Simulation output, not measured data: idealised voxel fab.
Name of the process module below: voxel gate over fins
Cross-sectional view cut (width: 280 nm; square cell size: 5 nm).
How to read a cross-section here: the picture is a grid of square cells, written as bands going from the top down, and any band can span one or more rows of cells.
Heights first: top, then bottom, in nm. Then materials, left to right, each with a width in nm. "throughout" on a single material: fills the band edge to edge. "blank": empty space.
Heights are expressed relative to 0, this being the level below which the as-received wafer comprises one material exclusively. The lowest band is unbounded in the downward direction and is denoted as in "top 0, no bottom".
With a width like "30..40", each row of cells in the band differs from the next by the same amount, the top row carrying the first number and the bottom row the second.
No cell of the cross-section changed in a step that is given as "nothing altered".
For the entry "Closed-off voids", the listed items are empty spaces with no open way to the top whose size is 8 cells or more; each item follows the pattern width x height at distance, where distance is from the left edge and all three are in nm.
Post-settings text on a step line: simulator's own remark regarding the step.
The optional step-line setting "overlay nm" applies to steps with a mask and quantifies how far to the right of its planned location the mask lay, a negative value indicating leftward placement.

SO HERE'S THE LINEUP OF PROCESS STEPS WE PLANNED
1,RECEIVE: material Si
2,CONFORMAL_DEP: material SiN, thk nm 5
3,DIRECTIONAL_DEP: material aC, thk nm 10
4,PATTERN: tone cover, mask id FINS, material resist, width nm 15, pitch nm 45, thk nm 25, overlay nm 0
5,DIRECTIONAL_ETCH: etch materials aC, depth nm 10
6,STRIP: etch materials resist
7,DIRECTIONAL_ETCH: etch materials SiN, depth nm 5
8,DIRECTIONAL_ETCH: etch materials Si, depth nm 30
9,STRIP: etch materials aC
10,FILL_DEP: material SiO2, thk nm 10
11,CMP: height nm 5
12,SELECTIVE_ETCH: etch materials SiO2, depth nm 20
13,STRIP: etch materials SiN
14,CONFORMAL_DEP: material HfO2, thk nm 5
15,CONFORMAL_DEP: material TiN, thk nm 5
16,CONFORMAL_DEP: material TiAl, thk nm 5
17,CONFORMAL_DEP: material TiN, thk nm 5
18,FILL_DEP: material W, thk nm 10
19,CMP: height nm 25
20,CONFORMAL_DEP: material SiCN, thk nm 10

CROSS-SECTIONAL VIEW OF THE WAFER IN ITS AS-RECEIVED CONDITION, CORRESPONDING TO THE STATE AFTER STEP 1
	top 0, no bottom | Si throughout
	Closed-off voids: none

POST-MODULE CROSS-SECTION: IDENTICAL START AND PLAN TO THOSE ABOVE, ONE MISSTEP IN EXECUTION
	top 35, bottom 25 | SiCN throughout
	top 25, bottom 20 | W throughout
	top 20, bottom 15 | 45 W  190 TiAl  45 W
	top 15, bottom 5 | 45 W  5 TiAl  180 TiN  5 TiAl  45 W
	top 5, bottom 0 | 50 TiAl  10 TiN  25 HfO2  20 TiN  25 HfO2  20 TiN  25 HfO2  20 TiN  25 HfO2  10 TiN  50 TiAl
	top 0, bottom -10 | 60 TiN  5 HfO2  15 Si  5 HfO2  20 TiN  5 HfO2  15 Si  5 HfO2  20 TiN  5 HfO2  15 Si  5 HfO2  20 TiN  5 HfO2  15 Si  5 HfO2  60 TiN
	top -10, bottom -15 | 65 HfO2  15 Si  30 HfO2  15 Si  30 HfO2  15 Si  30 HfO2  15 Si  65 HfO2
	top -15, bottom -30 | 65 SiO2  15 Si  30 SiO2  15 Si  30 SiO2  15 Si  30 SiO2  15 Si  65 SiO2
	top -30, no bottom | Si throughout
	Closed-off voids: none
Want to know what went wrong? ran 16 and 17 in swapped order versus the plan
